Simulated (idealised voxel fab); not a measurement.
This section sets out a process module, namely voxel transistor to metal.
In the cross-section labelled cut, the width is 210 nm and each square cell is 5 nm.
For the purposes of this document, a cross-section shall be understood as a grid of square cells, specified as bands listed in top-to-bottom order, each band consisting of one or more rows of cells. Band entry format. Leading values: height of top, height of bottom, nm. Remainder: materials in left-to-right order, each with its width in nm. Special words: "everywhere" on a single material, which then fills the band edge to edge; "blank", empty space. A quick word on heights: they are counted from 0, and under that level the wafer as it came to us is one material throughout. The lowest band is different from the rest in having no bottom; it simply continues downward, written as in "0..down". Think of "30..40" as a width that walks from the first number to the second as you go down the band, top row to bottom row, taking equal-sized steps from row to row. Reading "stayed the same" for a step: not a cell of the cross-section changed in it. Listed in "Closed void list": every empty space of 8 or more cells without an open way to the top. Form: width x height at distance, the distance being from the left edge, all in nm. after a step's settings: what the simulator itself notes on the step. overlay nm: mask right of planned place by this much (step with mask). Neg. = left.
The planned process steps are enumerated hereunder:
1 RECEIVE, material Si
2 OXIDIZE, depth nm 5
3 CONFORMAL_DEP, material SiN, thk nm 15
4 PATTERN, tone cover, mask id ACTIVE, material resist, width nm 115, thk nm 15, overlay nm 0
5 DIRECTIONAL_ETCH, etch materials SiN, depth nm 15
6 DIRECTIONAL_ETCH, etch materials SiO2, depth nm 5
7 DIRECTIONAL_ETCH, etch materials Si, depth nm 30
8 STRIP, etch materials resist
9 OXIDIZE, depth nm 5
10 FILL_DEP, material SiO2, thk nm 10
11 CMP, height nm 15
12 SELECTIVE_ETCH, etch materials SiO2, depth nm 10
13 STRIP, etch materials SiN
14 SELECTIVE_ETCH, etch materials SiO2, depth nm 5
15 OXIDIZE, depth nm 5
16 DIRECTIONAL_DEP, material polySi, thk nm 20
17 DIRECTIONAL_DEP, material SiCN, thk nm 15
18 DIRECTIONAL_DEP, material aC, thk nm 10
19 PATTERN, tone cover, mask id GATE, material resist, width nm 25, thk nm 25, overlay nm 0
20 DIRECTIONAL_ETCH, etch materials aC, depth nm 10
21 STRIP, etch materials resist
22 DIRECTIONAL_ETCH, etch materials SiCN, depth nm 25
23 DIRECTIONAL_ETCH, etch materials polySi, depth nm 30
24 STRIP, etch materials aC
25 CONFORMAL_DEP, material SiO2, thk nm 5
26 DIRECTIONAL_ETCH, etch materials SiO2, depth nm 5
27 CONFORMAL_DEP, material SiN, thk nm 5
28 DIRECTIONAL_ETCH, etch materials SiN, depth nm 5
29 DIRECTIONAL_ETCH, etch materials SiO2, depth nm 5
30 DIRECTIONAL_ETCH, etch materials Si, depth nm 5
31 EPI, material SiGe, thk nm 10
32 FILL_DEP, material SiO2, thk nm 5
33 CMP, height nm 30
34 DIRECTIONAL_DEP, material SiO2, thk nm 10
35 DIRECTIONAL_DEP, material aC, thk nm 10
36 PATTERN, tone open, mask id CONTACT, material resist, width nm 35, pitch nm 70, thk nm 30, overlay nm 0
37 DIRECTIONAL_ETCH, etch materials aC, depth nm 10
38 STRIP, etch materials resist
39 DIRECTIONAL_ETCH, etch materials SiO2, depth nm 45
40 STRIP, etch materials aC
41 CONFORMAL_DEP, material TiN, thk nm 5
42 FILL_DEP, material Ru, thk nm 5
43 CMP, height nm 40
44 DIRECTIONAL_DEP, material TiN, thk nm 5
45 DIRECTIONAL_DEP, material W, thk nm 15
46 MASKED_ETCH, tone cover, mask id METAL_1, width nm 20, pitch nm 85, etch materials W, depth nm 15, overlay nm 0
47 MASKED_ETCH, tone cover, mask id METAL_1, width nm 20, pitch nm 85, etch materials TiN, depth nm 5, overlay nm 0
48 CONFORMAL_DEP, material SiN, thk nm 5
49 FILL_DEP, material SiO2, thk nm 10
50 CMP, height nm 60
51 CONFORMAL_DEP, material SiCN, thk nm 5
52 DIRECTIONAL_DEP, material SiO2, thk nm 25
53 PATTERN, tone open, mask id METAL_2, material resist, width nm 20, pitch nm 85, thk nm 20, overlay nm 0
54 DIRECTIONAL_ETCH, etch materials SiO2, depth nm 15
55 STRIP, etch materials resist
56 PATTERN, tone open, mask id METAL_2_HOLES, material resist, width nm 15, pitch nm 85, thk nm 20, overlay nm 0
57 DIRECTIONAL_ETCH, etch materials SiO2, depth nm 10
58 DIRECTIONAL_ETCH, etch materials SiCN, depth nm 5
59 STRIP, etch materials resist
60 CONFORMAL_DEP, material TiN, thk nm 5
61 FILL_DEP, material Cu, thk nm 5
62 CMP, height nm 90
63 CONFORMAL_DEP, material SiN, thk nm 5
This is the cross-section of the wafer as we received it, i.e. after step 1:
* 0..down | Si everywhere
* Closed void list: none
Below is the wafer in cross-section after the module was completed. It began from the starting point shown above and followed the plan shown above, except that one mistake was made while running it:
* 95..90 | SiN everywhere
* 90..80 | SiO2 55 nm | Cu 10 nm | SiO2 75 nm | Cu 10 nm | SiO2 60 nm
* 80..65 | SiO2 55 nm | Cu 5 nm | SiO2 80 nm | Cu 5 nm | SiO2 65 nm
* 65..60 | SiCN 50 nm | SiO2 15 nm | SiCN 70 nm | SiO2 15 nm | SiCN 60 nm
* 60..45 | SiO2 45 nm | SiN 5 nm | W 20 nm | SiN 5 nm | SiO2 55 nm | SiN 5 nm | W 20 nm | SiN 5 nm | SiO2 50 nm
* 45..40 | SiN 50 nm | TiN 20 nm | SiN 65 nm | TiN 20 nm | SiN 55 nm
* 40..30 | SiO2 50 nm | TiN 5 nm | Ru 25..20 nm | TiN 5..10 nm | SiO2 35 nm | TiN 5..10 nm | Ru 25..20 nm | TiN 5 nm | SiO2 55 nm
* 30..15 | SiO2 50 nm | TiN 5 nm | Ru 20 nm | TiN 5 nm | SiN 5 nm | SiO2 5 nm | SiCN 25 nm | SiO2 5 nm | SiN 5 nm | TiN 5 nm | Ru 20 nm | TiN 5 nm | SiO2 55 nm
* 15..5 | SiO2 50 nm | TiN 5 nm | Ru 20 nm | TiN 5 nm | SiN 5 nm | SiO2 5 nm | polySi 25 nm | SiO2 5 nm | SiN 5 nm | TiN 5 nm | Ru 20 nm | TiN 5 nm | SiO2 55 nm
* 5..0 | SiO2 50 nm | TiN 5 nm | Ru 10 nm | TiN 15 nm | SiN 5 nm | SiO2 5 nm | polySi 25 nm | SiO2 5 nm | SiN 5 nm | TiN 15 nm | Ru 10 nm | TiN 5 nm | SiO2 55 nm
* 0..-5 | SiO2 45 nm | SiN 5 nm | TiN 20 nm | SiGe 10 nm | SiN 5 nm | SiO2 5 nm | polySi 25 nm | SiO2 5 nm | SiN 5 nm | SiGe 10 nm | TiN 20 nm | SiN 5 nm | SiO2 50 nm
* -5..-10 | SiO2 50 nm | SiGe 30 nm | SiO2 45 nm | SiGe 30 nm | SiO2 55 nm
* -10..-15 | SiO2 50 nm | SiGe 30 nm | Si 45 nm | SiGe 30 nm | SiO2 55 nm
* -15..-40 | SiO2 50 nm | Si 105 nm | SiO2 55 nm
* -40..down | Si everywhere
* Closed void list: none
Heads up, the wafer didn't run the way we planned it: so step 60 ended up running with a different setting than we planned, it ran as CONFORMAL_DEP, material SiO2, thk nm 5
